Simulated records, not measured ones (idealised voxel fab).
This is a process module. Its name is voxel transistor to metal.
Cross-sectional view cut (width: 205 nm; square cell size: 5 nm).
Heads up, the way a cross-section reads in here is a grid of square cells, handed over as bands from the top down, with every band being one or more rows of cells.
Quick guide to a band line: top height, bottom height (nm) up front; then every material left to right with its width in nm. Only one material and it's marked "everywhere"? Then it fills the band edge to edge. And "air" just means empty space.
Heights from 0 (as-received wafer is one material below). Bottom band endless downward, as "0 down".
The width entry "30 to 40" should be interpreted row by row: the top row of cells in the band takes the first number, the bottom row takes the second number, and the change between adjacent rows is uniform throughout.
"stayed the same" for a step: no cell of the cross-section changed in that step.
So "Enclosed void listing" is basically the list of trapped voids: any empty space of 8 cells or more that can't reach the top through an opening. They're written width x height at distance, the distance being from the left edge, and it's all nm.
Note: text after step settings on the step line = simulator remark on that step.
"overlay nm" answers the question of how far to the right of plan the mask lay on a step that has a mask, and when it is negative the answer is to the left.
So the way this works: pairs, before and after one process step. The after picture only goes down to the lowest band that actually changed, nothing below. Step and its settings are under each pair. And watch out, pairs might come from different runs of this module, same starting wafer though, so a pair only follows on from the one above if its "Incoming profile" entry tells you so.
-- Incoming profile
- 35 to 25 | W everywhere
- 25 to 20 | 60 TiN, then 5 W, then 75 TiN, then 5 W, then 60 TiN
- 20 to 10 | 55 SiO2, then 5 TiN, then 5 W, then 5 TiN, then 65 SiO2, then 5 TiN, then 5 W, then 5 TiN, then 55 SiO2
- 10 to 5 | 55 SiO2, then 5 TiN, then 5 W, then 5 TiN, then 5 SiO2, then 10 SiN, then 5 HfO2, then 5 TiN, then 15 W, then 5 TiN, then 5 HfO2, then 10 SiN, then 5 SiO2, then 5 TiN, then 5 W, then 5 TiN, then 55 SiO2
- 5 to 0 | 55 SiO2, then 15 TiN, then 5 SiO2, then 10 SiN, then 5 HfO2, then 5 TiN, then 15 W, then 5 TiN, then 5 HfO2, then 10 SiN, then 5 SiO2, then 15 TiN, then 55 SiO2
- 0 to -5 | 55 SiO2, then 10 TiN, then 10 SiGe, then 10 SiN, then 5 HfO2, then 25 TiN, then 5 HfO2, then 10 SiN, then 10 SiGe, then 10 TiN, then 55 SiO2
- -5 to -10 | 55 SiO2, then 10 TiN, then 10 SiGe, then 5 SiO2, then 45 HfO2, then 5 SiO2, then 10 SiGe, then 10 TiN, then 55 SiO2
- -10 to -20 | 50 SiO2, then 25 SiGe, then 55 Si, then 30 SiGe, then 45 SiO2
- -20 to -40 | 50 SiO2, then 110 Si, then 45 SiO2
- -40 down | Si everywhere
- Enclosed void listing: none
-- Post-Step Cross-Section
- 20 to 10 | 55 SiO2, then 5 TiN, then 5 W, then 5 TiN, then 65 SiO2, then 5 TiN, then 5 W, then 5 TiN, then 55 SiO2
- Below 10, the layers are the same as they were.
- Enclosed void listing: none
Step between the pre-process and post-process cross-sections given above: CMP [height nm 20]
Incoming profile: Please consult the pair immediately above; the cross-section it shows after its step is the state before this step.
-- Post-Step Cross-Section
- 25 to 20 | SiCN everywhere
- Below 20, the layers are the same as they were.
- Enclosed void listing: none
Step between the pre-process and post-process cross-sections given above: CONFORMAL_DEP [material SiCN] [thk nm 5]
Incoming profile: Please consult the pair immediately above; the cross-section it shows after its step is the state before this step.
-- Post-Step Cross-Section
- 45 to 25 | SiO2 everywhere
- Below 25, the layers are the same as they were.
- Enclosed void listing: none
Step between the pre-process and post-process cross-sections given above: DIRECTIONAL_DEP [material SiO2] [thk nm 20]
Incoming profile: Please consult the pair immediately above; the cross-section it shows after its step is the state before this step.
-- Post-Step Cross-Section
- 60 to 45 | aC everywhere
- Below 45, the layers are the same as they were.
- Enclosed void listing: none
Step between the pre-process and post-process cross-sections given above: DIRECTIONAL_DEP [material aC] [thk nm 15]
Incoming profile: Please consult the pair immediately above; the cross-section it shows after its step is the state before this step.
-- Post-Step Cross-Section
- 90 to 60 | 55 resist, then 15 air, then 65 resist, then 15 air, then 55 resist
- Below 60, the layers are the same as they were.
- Enclosed void listing: none
Step between the pre-process and post-process cross-sections given above: PATTERN [tone open] [mask id METAL_1] [material resist] [width nm 15] [pitch nm 80] [thk nm 30] [overlay nm 0]
Incoming profile: Please consult the pair immediately above; the cross-section it shows after its step is the state before this step.
-- Post-Step Cross-Section
- 75 to 60 | 55 resist, then 15 air, then 65 resist, then 15 air, then 55 resist
- 60 to 45 | 55 aC, then 15 air, then 65 aC, then 15 air, then 55 aC
- Below 45, the layers are the same as they were.
- Enclosed void listing: none
Step between the pre-process and post-process cross-sections given above: DIRECTIONAL_ETCH [etch materials aC] [depth nm 15]
Incoming profile: Please consult the pair immediately above; the cross-section it shows after its step is the state before this step.
-- Post-Step Cross-Section
- 60 to 45 | 55 aC, then 15 air, then 65 aC, then 15 air, then 55 aC
- Below 45, the layers are the same as they were.
- Enclosed void listing: none
Step between the pre-process and post-process cross-sections given above: STRIP [etch materials resist]
Incoming profile: Please consult the pair immediately above; the cross-section it shows after its step is the state before this step.
-- Post-Step Cross-Section
- 60 to 45 | 55 aC, then 15 air, then 65 aC, then 15 air, then 55 aC
- 45 to 25 | 55 SiO2, then 15 air, then 65 SiO2, then 15 air, then 55 SiO2
- Below 25, the layers are the same as they were.
- Enclosed void listing: none
Step between the pre-process and post-process cross-sections given above: DIRECTIONAL_ETCH [etch materials SiO2] [depth nm 20]
Incoming profile: Please consult the pair immediately above; the cross-section it shows after its step is the state before this step.
-- Post-Step Cross-Section
- 60 to 45 | 55 aC, then 15 air, then 65 aC, then 15 air, then 55 aC
- 45 to 25 | 55 SiO2, then 15 air, then 65 SiO2, then 15 air, then 55 SiO2
- 25 to 20 | 55 SiCN, then 15 air, then 65 SiCN, then 15 air, then 55 SiCN
- Below 20, the layers are the same as they were.
- Enclosed void listing: none
Step between the pre-process and post-process cross-sections given above: DIRECTIONAL_ETCH [etch materials SiCN] [depth nm 5]
Incoming profile: Please consult the pair immediately above; the cross-section it shows after its step is the state before this step.
-- Post-Step Cross-Section
- 45 to 25 | 55 SiO2, then 15 air, then 65 SiO2, then 15 air, then 55 SiO2
- Below 25, the layers are the same as they were.
- Enclosed void listing: none
Step between the pre-process and post-process cross-sections given above: STRIP [etch materials aC]
Incoming profile: Please consult the pair immediately above; the cross-section it shows after its step is the state before this step.
-- Post-Step Cross-Section
- 50 to 45 | 60 TiN, then 5 air, then 75 TiN, then 5 air, then 60 TiN
- 45 to 25 | 55 SiO2, then 5 TiN, then 5 air, then 5 TiN, then 65 SiO2, then 5 TiN, then 5 air, then 5 TiN, then 55 SiO2
- 25 to 20 | 55 SiCN, then 15 TiN, then 65 SiCN, then 15 TiN, then 55 SiCN
- Below 20, the layers are the same as they were.
- Enclosed void listing: none
Step between the pre-process and post-process cross-sections given above: CONFORMAL_DEP [material TiN] [thk nm 5]
Incoming profile: Please consult the pair immediately above; the cross-section it shows after its step is the state before this step.
-- Post-Step Cross-Section
- 55 to 50 | W everywhere
- 50 to 45 | 60 TiN, then 5 W, then 75 TiN, then 5 W, then 60 TiN
- 45 to 25 | 55 SiO2, then 5 TiN, then 5 W, then 5 TiN, then 65 SiO2, then 5 TiN, then 5 W, then 5 TiN, then 55 SiO2
- Below 25, the layers are the same as they were.
- Enclosed void listing: none
Step between the pre-process and post-process cross-sections given above: FILL_DEP [material W] [thk nm 5]
Incoming profile: Please consult the pair immediately above; the cross-section it shows after its step is the state before this step.
-- Post-Step Cross-Section
- 45 to 25 | 55 SiO2, then 5 TiN, then 5 W, then 5 TiN, then 65 SiO2, then 5 TiN, then 5 W, then 5 TiN, then 55 SiO2
- Below 25, the layers are the same as they were.
- Enclosed void listing: none
Step between the pre-process and post-process cross-sections given above: CMP [height nm 45]
Incoming profile: Please consult the pair immediately above; the cross-section it shows after its step is the state before this step.
-- Post-Step Cross-Section
- 50 to 45 | 50 air, then 25 Ru, then 55 air, then 25 Ru, then 50 air
- Below 45, the layers are the same as they were.
- Enclosed void listing: none
Step between the pre-process and post-process cross-sections given above: EPI [material Ru] [thk nm 5]
Incoming profile: Please consult the pair immediately above; the cross-section it shows after its step is the state before this step.
-- Post-Step Cross-Section
- 55 to 50 | SiCN everywhere
- 50 to 45 | 50 SiCN, then 25 Ru, then 55 SiCN, then 25 Ru, then 50 SiCN
- Below 45, the layers are the same as they were.
- Enclosed void listing: none
Step between the pre-process and post-process cross-sections given above: FILL_DEP [material SiCN] [thk nm 5]
Incoming profile: Please consult the pair immediately above; the cross-section it shows after its step is the state before this step.
-- Post-Step Cross-Section
- 80 to 55 | SiO2 everywhere
- Below 55, the layers are the same as they were.
- Enclosed void listing: none
Step between the pre-process and post-process cross-sections given above: DIRECTIONAL_DEP [material SiO2] [thk nm 25]
Incoming profile: Please consult the pair immediately above; the cross-section it shows after its step is the state before this step.
-- Post-Step Cross-Section
- 95 to 80 | aC everywhere
- Below 80, the layers are the same as they were.
- Enclosed void listing: none
Step between the pre-process and post-process cross-sections given above: DIRECTIONAL_DEP [material aC] [thk nm 15]
Incoming profile: Please consult the pair immediately above; the cross-section it shows after its step is the state before this step.
-- Post-Step Cross-Section
- 130 to 95 | 55 resist, then 15 air, then 65 resist, then 15 air, then 55 resist
- Below 95, the layers are the same as they were.
- Enclosed void listing: none
Step between the pre-process and post-process cross-sections given above: PATTERN [tone open] [mask id METAL_2] [material resist] [width nm 15] [pitch nm 80] [thk nm 35] [overlay nm 0]
Incoming profile: Please consult the pair immediately above; the cross-section it shows after its step is the state before this step.
-- Post-Step Cross-Section
- 115 to 95 | 55 resist, then 15 air, then 65 resist, then 15 air, then 55 resist
- 95 to 80 | 55 aC, then 15 air, then 65 aC, then 15 air, then 55 aC
- Below 80, the layers are the same as they were.
- Enclosed void listing: none
Step between the pre-process and post-process cross-sections given above: DIRECTIONAL_ETCH [etch materials aC] [depth nm 15]
Incoming profile: Please consult the pair immediately above; the cross-section it shows after its step is the state before this step.
-- Post-Step Cross-Section
- 95 to 80 | 55 aC, then 15 air, then 65 aC, then 15 air, then 55 aC
- Below 80, the layers are the same as they were.
- Enclosed void listing: none
Step between the pre-process and post-process cross-sections given above: STRIP [etch materials resist]
Incoming profile: Please consult the pair immediately above; the cross-section it shows after its step is the state before this step.
-- Post-Step Cross-Section
- 95 to 80 | 55 aC, then 15 air, then 65 aC, then 15 air, then 55 aC
- 80 to 65 | 55 SiO2, then 15 air, then 65 SiO2, then 15 air, then 55 SiO2
- Below 65, the layers are the same as they were.
- Enclosed void listing: none
Step between the pre-process and post-process cross-sections given above: DIRECTIONAL_ETCH [etch materials SiO2] [depth nm 15]
Incoming profile: Please consult the pair immediately above; the cross-section it shows after its step is the state before this step.
-- Post-Step Cross-Section
- 80 to 65 | 55 SiO2, then 15 air, then 65 SiO2, then 15 air, then 55 SiO2
- Below 65, the layers are the same as they were.
- Enclosed void listing: none
Step between the pre-process and post-process cross-sections given above: STRIP [etch materials aC]
Incoming profile: Please consult the pair immediately above; the cross-section it shows after its step is the state before this step.
-- Post-Step Cross-Section
- 100 to 80 | 55 resist, then 15 air, then 65 resist, then 15 air, then 55 resist
- Below 80, the layers are the same as they were.
- Enclosed void listing: none
Step between the pre-process and post-process cross-sections given above: PATTERN [tone open] [mask id METAL_2_HOLES] [material resist] [width nm 15] [pitch nm 80] [thk nm 20] [overlay nm 0]
Incoming profile: Please consult the pair immediately above; the cross-section it shows after its step is the state before this step.
-- Post-Step Cross-Section
- 100 to 80 | 55 resist, then 15 air, then 65 resist, then 15 air, then 55 resist
- 80 to 55 | 55 SiO2, then 15 air, then 65 SiO2, then 15 air, then 55 SiO2
- Below 55, the layers are the same as they were.
- Enclosed void listing: none
Step between the pre-process and post-process cross-sections given above: DIRECTIONAL_ETCH [etch materials SiO2] [depth nm 10]
Incoming profile: Please consult the pair immediately above; the cross-section it shows after its step is the state before this step.
-- Post-Step Cross-Section
- 100 to 80 | 55 resist, then 15 air, then 65 resist, then 15 air, then 55 resist
- 80 to 55 | 55 SiO2, then 15 air, then 65 SiO2, then 15 air, then 55 SiO2
- 55 to 50 | 55 SiCN, then 15 air, then 65 SiCN, then 15 air, then 55 SiCN
- Below 50, the layers are the same as they were.
- Enclosed void listing: none
Step between the pre-process and post-process cross-sections given above: DIRECTIONAL_ETCH [etch materials SiCN] [depth nm 5]
Incoming profile: Please consult the pair immediately above; the cross-section it shows after its step is the state before this step.
-- Post-Step Cross-Section
- 80 to 55 | 55 SiO2, then 15 air, then 65 SiO2, then 15 air, then 55 SiO2
- Below 55, the layers are the same as they were.
- Enclosed void listing: none
Step between the pre-process and post-process cross-sections given above: STRIP [etch materials resist]
Incoming profile: Please consult the pair immediately above; the cross-section it shows after its step is the state before this step.
-- Post-Step Cross-Section
- 85 to 80 | 60 TiN, then 5 air, then 75 TiN, then 5 air, then 60 TiN
- 80 to 55 | 55 SiO2, then 5 TiN, then 5 air, then 5 TiN, then 65 SiO2, then 5 TiN, then 5 air, then 5 TiN, then 55 SiO2
- 55 to 50 | 55 SiCN, then 15 TiN, then 65 SiCN, then 15 TiN, then 55 SiCN
- Below 50, the layers are the same as they were.
- Enclosed void listing: none
Step between the pre-process and post-process cross-sections given above: CONFORMAL_DEP [material TiN] [thk nm 5]
Incoming profile: Please consult the pair immediately above; the cross-section it shows after its step is the state before this step.
-- Post-Step Cross-Section
- 90 to 85 | Ru everywhere
- 85 to 80 | 60 TiN, then 5 Ru, then 75 TiN, then 5 Ru, then 60 TiN
- 80 to 55 | 55 SiO2, then 5 TiN, then 5 Ru, then 5 TiN, then 65 SiO2, then 5 TiN, then 5 Ru, then 5 TiN, then 55 SiO2
- Below 55, the layers are the same as they were.
- Enclosed void listing: none
Step between the pre-process and post-process cross-sections given above: FILL_DEP [material Ru] [thk nm 5]
Incoming profile: Please consult the pair immediately above; the cross-section it shows after its step is the state before this step.
-- Post-Step Cross-Section
- 80 to 55 | 55 SiO2, then 5 TiN, then 5 Ru, then 5 TiN, then 65 SiO2, then 5 TiN, then 5 Ru, then 5 TiN, then 55 SiO2
- Below 55, the layers are the same as they were.
- Enclosed void listing: none
Step between the pre-process and post-process cross-sections given above: CMP [height nm 80]
Incoming profile: Please consult the pair immediately above; the cross-section it shows after its step is the state before this step.
-- Post-Step Cross-Section
- 85 to 80 | SiCN everywhere
- Below 80, the layers are the same as they were.
- Enclosed void listing: none
Step between the pre-process and post-process cross-sections given above: CONFORMAL_DEP [material SiCN] [thk nm 5]
-- Incoming profile
- 20 to 10 | SiO2 everywhere
- 10 to 0 | 75 SiO2, then 10 SiN, then 5 HfO2, then 5 TiN, then 15 W, then 5 TiN, then 5 HfO2, then 10 SiN, then 75 SiO2
- 0 to -5 | 65 SiO2, then 10 SiGe, then 10 SiN, then 5 HfO2, then 25 TiN, then 5 HfO2, then 10 SiN, then 10 SiGe, then 65 SiO2
- -5 to -10 | 65 SiO2, then 10 SiGe, then 5 SiO2, then 45 HfO2, then 5 SiO2, then 10 SiGe, then 65 SiO2
- -10 to -20 | 50 SiO2, then 25 SiGe, then 55 Si, then 25 SiGe, then 50 SiO2
- -20 to -40 | 50 SiO2, then 105 Si, then 50 SiO2
- -40 down | Si everywhere
- Enclosed void listing: none
-- Post-Step Cross-Section
- 20 to 10 | 65 SiO2, then 15 air, then 65 SiO2, then 15 air, then 45 SiO2
- 10 to 0 | 65 SiO2, then 10 air, then 10 SiN, then 5 HfO2, then 5 TiN, then 15 W, then 5 TiN, then 5 HfO2, then 10 SiN, then 15 SiO2, then 15 air, then 45 SiO2
- 0 to -5 | 65 SiO2, then 10 SiGe, then 10 SiN, then 5 HfO2, then 25 TiN, then 5 HfO2, then 10 SiN, then 10 SiGe, then 5 SiO2, then 15 air, then 45 SiO2
- -5 to -10 | 65 SiO2, then 10 SiGe, then 5 SiO2, then 45 HfO2, then 5 SiO2, then 10 SiGe, then 5 SiO2, then 15 air, then 45 SiO2
- Below -10, the layers are the same as they were.
- Enclosed void listing: none
Step between the pre-process and post-process cross-sections given above: MASKED_ETCH [tone open] [mask id CONTACT] [width nm 15] [pitch nm 80] [etch materials SiO2] [depth nm 30] [overlay nm 10]
Incoming profile: Please consult the pair immediately above; the cross-section it shows after its step is the state before this step.
-- Post-Step Cross-Section
- 25 to 20 | 70 TiN, then 5 air, then 75 TiN, then 5 air, then 50 TiN
- 20 to 15 | 65 SiO2, then 5 TiN, then 5 air, then 5 TiN, then 65 SiO2, then 5 TiN, then 5 air, then 5 TiN, then 45 SiO2
- 15 to 10 | 65 SiO2, then 15 TiN, then 65 SiO2, then 5 TiN, then 5 air, then 5 TiN, then 45 SiO2
- 10 to 0 | 65 SiO2, then 10 TiN, then 10 SiN, then 5 HfO2, then 5 TiN, then 15 W, then 5 TiN, then 5 HfO2, then 10 SiN, then 15 SiO2, then 5 TiN, then 5 air, then 5 TiN, then 45 SiO2
- 0 to -5 | 65 SiO2, then 10 SiGe, then 10 SiN, then 5 HfO2, then 25 TiN, then 5 HfO2, then 10 SiN, then 10 SiGe, then 5 SiO2, then 5 TiN, then 5 air, then 5 TiN, then 45 SiO2
- -5 to -10 | 65 SiO2, then 10 SiGe, then 5 SiO2, then 45 HfO2, then 5 SiO2, then 10 SiGe, then 5 SiO2, then 15 TiN, then 45 SiO2
- Below -10, the layers are the same as they were.
- Enclosed void listing: none
Step between the pre-process and post-process cross-sections given above: CONFORMAL_DEP [material TiN] [thk nm 5]
Incoming profile: Please consult the pair immediately above; the cross-section it shows after its step is the state before this step.
-- Post-Step Cross-Section
- 35 to 25 | W everywhere
- 25 to 20 | 70 TiN, then 5 W, then 75 TiN, then 5 W, then 50 TiN
- 20 to 15 | 65 SiO2, then 5 TiN, then 5 W, then 5 TiN, then 65 SiO2, then 5 TiN, then 5 W, then 5 TiN, then 45 SiO2
- 15 to 10 | 65 SiO2, then 15 TiN, then 65 SiO2, then 5 TiN, then 5 W, then 5 TiN, then 45 SiO2
- 10 to 0 | 65 SiO2, then 10 TiN, then 10 SiN, then 5 HfO2, then 5 TiN, then 15 W, then 5 TiN, then 5 HfO2, then 10 SiN, then 15 SiO2, then 5 TiN, then 5 W, then 5 TiN, then 45 SiO2
- 0 to -5 | 65 SiO2, then 10 SiGe, then 10 SiN, then 5 HfO2, then 25 TiN, then 5 HfO2, then 10 SiN, then 10 SiGe, then 5 SiO2, then 5 TiN, then 5 W, then 5 TiN, then 45 SiO2
- Below -5, the layers are the same as they were.
- Enclosed void listing: none
Step between the pre-process and post-process cross-sections given above: FILL_DEP [material W] [thk nm 10]
Incoming profile: Please consult the pair immediately above; the cross-section it shows after its step is the state before this step.
-- Post-Step Cross-Section
- 20 to 15 | 65 SiO2, then 5 TiN, then 5 W, then 5 TiN, then 65 SiO2, then 5 TiN, then 5 W, then 5 TiN, then 45 SiO2
- Below 15, the layers are the same as they were.
- Enclosed void listing: none
Step between the pre-process and post-process cross-sections given above: CMP [height nm 20]
Incoming profile: Please consult the pair immediately above; the cross-section it shows after its step is the state before this step.
-- Post-Step Cross-Section
- 25 to 20 | SiCN everywhere
- Below 20, the layers are the same as they were.
- Enclosed void listing: none
Step between the pre-process and post-process cross-sections given above: CONFORMAL_DEP [material SiCN] [thk nm 5]
Incoming profile: Please consult the pair immediately above; the cross-section it shows after its step is the state before this step.
-- Post-Step Cross-Section
- 45 to 25 | SiO2 everywhere
- Below 25, the layers are the same as they were.
- Enclosed void listing: none
Step between the pre-process and post-process cross-sections given above: DIRECTIONAL_DEP [material SiO2] [thk nm 20]
Incoming profile: Please consult the pair immediately above; the cross-section it shows after its step is the state before this step.
-- Post-Step Cross-Section
- 60 to 45 | aC everywhere
- Below 45, the layers are the same as they were.
- Enclosed void listing: none
Step between the pre-process and post-process cross-sections given above: DIRECTIONAL_DEP [material aC] [thk nm 15]
Incoming profile: Please consult the pair immediately above; the cross-section it shows after its step is the state before this step.
-- Post-Step Cross-Section
- 90 to 60 | 55 resist, then 15 air, then 65 resist, then 15 air, then 55 resist
- Below 60, the layers are the same as they were.
- Enclosed void listing: none
Step between the pre-process and post-process cross-sections given above: PATTERN [tone open] [mask id METAL_1] [material resist] [width nm 15] [pitch nm 80] [thk nm 30] [overlay nm 0]
Incoming profile: Please consult the pair immediately above; the cross-section it shows after its step is the state before this step.
-- Post-Step Cross-Section
- 75 to 60 | 55 resist, then 15 air, then 65 resist, then 15 air, then 55 resist
- 60 to 45 | 55 aC, then 15 air, then 65 aC, then 15 air, then 55 aC
- Below 45, the layers are the same as they were.
- Enclosed void listing: none
Step between the pre-process and post-process cross-sections given above: DIRECTIONAL_ETCH [etch materials aC] [depth nm 15]
Incoming profile: Please consult the pair immediately above; the cross-section it shows after its step is the state before this step.
-- Post-Step Cross-Section
- 60 to 45 | 55 aC, then 15 air, then 65 aC, then 15 air, then 55 aC
- Below 45, the layers are the same as they were.
- Enclosed void listing: none
Step between the pre-process and post-process cross-sections given above: STRIP [etch materials resist]
Incoming profile: Please consult the pair immediately above; the cross-section it shows after its step is the state before this step.
-- Post-Step Cross-Section
- 60 to 45 | 55 aC, then 15 air, then 65 aC, then 15 air, then 55 aC
- 45 to 25 | 55 SiO2, then 15 air, then 65 SiO2, then 15 air, then 55 SiO2
- Below 25, the layers are the same as they were.
- Enclosed void listing: none
Step between the pre-process and post-process cross-sections given above: DIRECTIONAL_ETCH [etch materials SiO2] [depth nm 20]
Incoming profile: Please consult the pair immediately above; the cross-section it shows after its step is the state before this step.
-- Post-Step Cross-Section
- 60 to 45 | 55 aC, then 15 air, then 65 aC, then 15 air, then 55 aC
- 45 to 25 | 55 SiO2, then 15 air, then 65 SiO2, then 15 air, then 55 SiO2
- 25 to 20 | 55 SiCN, then 15 air, then 65 SiCN, then 15 air, then 55 SiCN
- Below 20, the layers are the same as they were.
- Enclosed void listing: none
Step between the pre-process and post-process cross-sections given above: DIRECTIONAL_ETCH [etch materials SiCN] [depth nm 5]
Incoming profile: Please consult the pair immediately above; the cross-section it shows after its step is the state before this step.
-- Post-Step Cross-Section
- 45 to 25 | 55 SiO2, then 15 air, then 65 SiO2, then 15 air, then 55 SiO2
- Below 25, the layers are the same as they were.
- Enclosed void listing: none
Step between the pre-process and post-process cross-sections given above: STRIP [etch materials aC]
Incoming profile: Please consult the pair immediately above; the cross-section it shows after its step is the state before this step.
-- Post-Step Cross-Section
- 50 to 45 | 60 TiN, then 5 air, then 75 TiN, then 5 air, then 60 TiN
- 45 to 25 | 55 SiO2, then 5 TiN, then 5 air, then 5 TiN, then 65 SiO2, then 5 TiN, then 5 air, then 5 TiN, then 55 SiO2
- 25 to 20 | 55 SiCN, then 15 TiN, then 65 SiCN, then 15 TiN, then 55 SiCN
- Below 20, the layers are the same as they were.
- Enclosed void listing: none
Step between the pre-process and post-process cross-sections given above: CONFORMAL_DEP [material TiN] [thk nm 5]
Incoming profile: Please consult the pair immediately above; the cross-section it shows after its step is the state before this step.
-- Post-Step Cross-Section
- 55 to 50 | W everywhere
- 50 to 45 | 60 TiN, then 5 W, then 75 TiN, then 5 W, then 60 TiN
- 45 to 25 | 55 SiO2, then 5 TiN, then 5 W, then 5 TiN, then 65 SiO2, then 5 TiN, then 5 W, then 5 TiN, then 55 SiO2
- Below 25, the layers are the same as they were.
- Enclosed void listing: none
Step between the pre-process and post-process cross-sections given above: FILL_DEP [material W] [thk nm 5]
Incoming profile: Please consult the pair immediately above; the cross-section it shows after its step is the state before this step.
-- Post-Step Cross-Section
- 45 to 25 | 55 SiO2, then 5 TiN, then 5 W, then 5 TiN, then 65 SiO2, then 5 TiN, then 5 W, then 5 TiN, then 55 SiO2
- Below 25, the layers are the same as they were.
- Enclosed void listing: none
Step between the pre-process and post-process cross-sections given above: CMP [height nm 45]
Incoming profile: Please consult the pair immediately above; the cross-section it shows after its step is the state before this step.
-- Post-Step Cross-Section
- 50 to 45 | 50 air, then 25 Ru, then 55 air, then 25 Ru, then 50 air
- Below 45, the layers are the same as they were.
- Enclosed void listing: none
Step between the pre-process and post-process cross-sections given above: EPI [material Ru] [thk nm 5]
Incoming profile: Please consult the pair immediately above; the cross-section it shows after its step is the state before this step.
-- Post-Step Cross-Section
- 55 to 50 | SiCN everywhere
- 50 to 45 | 50 SiCN, then 25 Ru, then 55 SiCN, then 25 Ru, then 50 SiCN
- Below 45, the layers are the same as they were.
- Enclosed void listing: none
Step between the pre-process and post-process cross-sections given above: FILL_DEP [material SiCN] [thk nm 5]
Incoming profile: Please consult the pair immediately above; the cross-section it shows after its step is the state before this step.
-- Post-Step Cross-Section
- 80 to 55 | SiO2 everywhere
- Below 55, the layers are the same as they were.
- Enclosed void listing: none
Step between the pre-process and post-process cross-sections given above: DIRECTIONAL_DEP [material SiO2] [thk nm 25]
Incoming profile: Please consult the pair immediately above; the cross-section it shows after its step is the state before this step.
-- Post-Step Cross-Section
- 95 to 80 | aC everywhere
- Below 80, the layers are the same as they were.
- Enclosed void listing: none
Step between the pre-process and post-process cross-sections given above: DIRECTIONAL_DEP [material aC] [thk nm 15]
Incoming profile: Please consult the pair immediately above; the cross-section it shows after its step is the state before this step.
-- Post-Step Cross-Section
- 130 to 95 | 55 resist, then 15 air, then 65 resist, then 15 air, then 55 resist
- Below 95, the layers are the same as they were.
- Enclosed void listing: none
Step between the pre-process and post-process cross-sections given above: PATTERN [tone open] [mask id METAL_2] [material resist] [width nm 15] [pitch nm 80] [thk nm 35] [overlay nm 0]
Incoming profile: Please consult the pair immediately above; the cross-section it shows after its step is the state before this step.
-- Post-Step Cross-Section
- 115 to 95 | 55 resist, then 15 air, then 65 resist, then 15 air, then 55 resist
- 95 to 80 | 55 aC, then 15 air, then 65 aC, then 15 air, then 55 aC
- Below 80, the layers are the same as they were.
- Enclosed void listing: none
Step between the pre-process and post-process cross-sections given above: DIRECTIONAL_ETCH [etch materials aC] [depth nm 15]
Incoming profile: Please consult the pair immediately above; the cross-section it shows after its step is the state before this step.
-- Post-Step Cross-Section
- 95 to 80 | 55 aC, then 15 air, then 65 aC, then 15 air, then 55 aC
- Below 80, the layers are the same as they were.
- Enclosed void listing: none
Step between the pre-process and post-process cross-sections given above: STRIP [etch materials resist]
Incoming profile: Please consult the pair immediately above; the cross-section it shows after its step is the state before this step.
-- Post-Step Cross-Section
- 95 to 80 | 55 aC, then 15 air, then 65 aC, then 15 air, then 55 aC
- 80 to 65 | 55 SiO2, then 15 air, then 65 SiO2, then 15 air, then 55 SiO2
- Below 65, the layers are the same as they were.
- Enclosed void listing: none
Step between the pre-process and post-process cross-sections given above: DIRECTIONAL_ETCH [etch materials SiO2] [depth nm 15]
Incoming profile: Please consult the pair immediately above; the cross-section it shows after its step is the state before this step.
-- Post-Step Cross-Section
- 80 to 65 | 55 SiO2, then 15 air, then 65 SiO2, then 15 air, then 55 SiO2
- Below 65, the layers are the same as they were.
- Enclosed void listing: none
Step between the pre-process and post-process cross-sections given above: STRIP [etch materials aC]
Incoming profile: Please consult the pair immediately above; the cross-section it shows after its step is the state before this step.
-- Post-Step Cross-Section
- 100 to 80 | 55 resist, then 15 air, then 65 resist, then 15 air, then 55 resist
- Below 80, the layers are the same as they were.
- Enclosed void listing: none
Step between the pre-process and post-process cross-sections given above: PATTERN [tone open] [mask id METAL_2_HOLES] [material resist] [width nm 15] [pitch nm 80] [thk nm 20] [overlay nm 0]
Incoming profile: Please consult the pair immediately above; the cross-section it shows after its step is the state before this step.
-- Post-Step Cross-Section
- 100 to 80 | 55 resist, then 15 air, then 65 resist, then 15 air, then 55 resist
- 80 to 55 | 55 SiO2, then 15 air, then 65 SiO2, then 15 air, then 55 SiO2
- Below 55, the layers are the same as they were.
- Enclosed void listing: none
Step between the pre-process and post-process cross-sections given above: DIRECTIONAL_ETCH [etch materials SiO2] [depth nm 10]
Incoming profile: Please consult the pair immediately above; the cross-section it shows after its step is the state before this step.
-- Post-Step Cross-Section
- 100 to 80 | 55 resist, then 15 air, then 65 resist, then 15 air, then 55 resist
- 80 to 55 | 55 SiO2, then 15 air, then 65 SiO2, then 15 air, then 55 SiO2
- 55 to 50 | 55 SiCN, then 15 air, then 65 SiCN, then 15 air, then 55 SiCN
- Below 50, the layers are the same as they were.
- Enclosed void listing: none
Step between the pre-process and post-process cross-sections given above: DIRECTIONAL_ETCH [etch materials SiCN] [depth nm 5]
Incoming profile: Please consult the pair immediately above; the cross-section it shows after its step is the state before this step.
-- Post-Step Cross-Section
- 80 to 55 | 55 SiO2, then 15 air, then 65 SiO2, then 15 air, then 55 SiO2
- Below 55, the layers are the same as they were.
- Enclosed void listing: none
Step between the pre-process and post-process cross-sections given above: STRIP [etch materials resist]
Incoming profile: Please consult the pair immediately above; the cross-section it shows after its step is the state before this step.
-- Post-Step Cross-Section
- 85 to 80 | 60 TiN, then 5 air, then 75 TiN, then 5 air, then 60 TiN
- 80 to 55 | 55 SiO2, then 5 TiN, then 5 air, then 5 TiN, then 65 SiO2, then 5 TiN, then 5 air, then 5 TiN, then 55 SiO2
- 55 to 50 | 55 SiCN, then 15 TiN, then 65 SiCN, then 15 TiN, then 55 SiCN
- Below 50, the layers are the same as they were.
- Enclosed void listing: none
Step between the pre-process and post-process cross-sections given above: CONFORMAL_DEP [material TiN] [thk nm 5]
Incoming profile: Please consult the pair immediately above; the cross-section it shows after its step is the state before this step.
-- Post-Step Cross-Section
- 90 to 85 | Ru everywhere
- 85 to 80 | 60 TiN, then 5 Ru, then 75 TiN, then 5 Ru, then 60 TiN
- 80 to 55 | 55 SiO2, then 5 TiN, then 5 Ru, then 5 TiN, then 65 SiO2, then 5 TiN, then 5 Ru, then 5 TiN, then 55 SiO2
- Below 55, the layers are the same as they were.
- Enclosed void listing: none
Step between the pre-process and post-process cross-sections given above: FILL_DEP [material Ru] [thk nm 5]
Incoming profile: Please consult the pair immediately above; the cross-section it shows after its step is the state before this step.
-- Post-Step Cross-Section
- 80 to 55 | 55 SiO2, then 5 TiN, then 5 Ru, then 5 TiN, then 65 SiO2, then 5 TiN, then 5 Ru, then 5 TiN, then 55 SiO2
- Below 55, the layers are the same as they were.
- Enclosed void listing: none
Step between the pre-process and post-process cross-sections given above: CMP [height nm 80]
Incoming profile: Please consult the pair immediately above; the cross-section it shows after its step is the state before this step.
-- Post-Step Cross-Section
- 85 to 80 | SiCN everywhere
- Below 80, the layers are the same as they were.
- Enclosed void listing: none
Step between the pre-process and post-process cross-sections given above: CONFORMAL_DEP [material SiCN] [thk nm 5]
